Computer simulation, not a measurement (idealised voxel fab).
The following is a process module called voxel ribs on slabs.
195 nm wide, 5 nm square cells: that's cross-section cut.
Cross-sections here: square-cell grids, written as top-down lists of bands, a band being one or more rows of cells.
Within each band entry, the heights of the top and of the bottom of the band appear first, in that order and in nm; the materials of the band then follow from left to right, each with its corresponding width in nm. The designation "all across" on a single material indicates that it fills the band from edge to edge; the designation "empty" indicates empty space.
Height 0 is the level under which the wafer as received is all one material. The lowest band goes on downwards, as in "0 nm and below".
Think of "30->40" as a width that walks from the first number to the second as you go down the band, top row to bottom row, taking equal-sized steps from row to row.
Step note "remains unaltered" = no cross-section cell changed.
In the "Trapped void list" entry, you get each enclosed empty space of 8 cells or more, one with no open way to the top, written width x height at distance, distance from the left edge, in nm.
Text after the settings on a step's line: the simulator's own remark on that step.
If you see "overlay nm" on a step's line and that step has a mask, it's telling you how far right of where it was planned the mask ended up; a negative number means it went left instead.

# The planned process steps are enumerated hereunder
1) RECEIVE (material Si)
2) DIRECTIONAL_DEP (material SiO2; thk nm 20)
3) DIRECTIONAL_DEP (material polySi; thk nm 25)
4) PATTERN (tone cover; mask id RIB; material resist; width nm 15; thk nm 15; overlay nm 0)
5) DIRECTIONAL_ETCH (etch materials polySi; depth nm 15)
6) STRIP (etch materials resist)
7) DIRECTIONAL_DEP (material aC; thk nm 10)
8) PATTERN (tone cover; mask id SLAB; material resist; width nm 80; thk nm 25; overlay nm 0)
9) DIRECTIONAL_ETCH (etch materials aC; depth nm 10)
10) STRIP (etch materials resist)
11) DIRECTIONAL_ETCH (etch materials polySi; depth nm 10)
12) STRIP (etch materials aC)
13) FILL_DEP (material SiO2; thk nm 20)
14) CMP (height nm 60)
15) DIRECTIONAL_DEP (material TiN; thk nm 5)
16) PATTERN (tone cover; mask id HEATER; material resist; width nm 30; thk nm 15; overlay nm 0)
17) DIRECTIONAL_ETCH (etch materials TiN; depth nm 5)
18) STRIP (etch materials resist)
19) CONFORMAL_DEP (material SiO2; thk nm 10)
Quick note for whoever runs this: the wafers start identical, but the width nm at step 4 isn't the same across them. The plan just shows what the first wafer had.

# As-received state after step 1, first of several wafers, cross-section
0 nm and below = Si all across
Trapped void list: none

# Cross-section after step 19, the final step of the module, for the first of several wafers
75 nm to 70 nm = empty=70; SiO2=50; empty=75
70 nm to 65 nm = SiO2 all across
65 nm to 60 nm = SiO2=80; TiN=30; SiO2=85
60 nm to 45 nm = SiO2 all across
45 nm to 30 nm = SiO2=90; polySi=15; SiO2=90
30 nm to 20 nm = SiO2=55; polySi=80; SiO2=60
20 nm to 0 nm = SiO2 all across
0 nm and below = Si all across
Trapped void list: none

# Cross-section, last wafer, module completion
75 nm to 70 nm = empty=70; SiO2=50; empty=75
70 nm to 65 nm = SiO2 all across
65 nm to 60 nm = SiO2=80; TiN=30; SiO2=85
60 nm to 45 nm = SiO2 all across
45 nm to 30 nm = SiO2=80; polySi=35; SiO2=80
30 nm to 20 nm = SiO2=55; polySi=80; SiO2=60
20 nm to 0 nm = SiO2 all across
0 nm and below = Si all across
Trapped void list: none

# Row per wafer, end-of-module: cell gain (+)/loss (-) by material since the wafer came in, then closed voids
width nm 15; +509 SiO2; +6 TiN; +41 polySi; Trapped void list: none
width nm 20; +506 SiO2; +6 TiN; +44 polySi; Trapped void list: none
width nm 25; +503 SiO2; +6 TiN; +47 polySi; Trapped void list: none
width nm 30; +500 SiO2; +6 TiN; +50 polySi; Trapped void list: none
width nm 35; +497 SiO2; +6 TiN; +53 polySi; Trapped void list: none
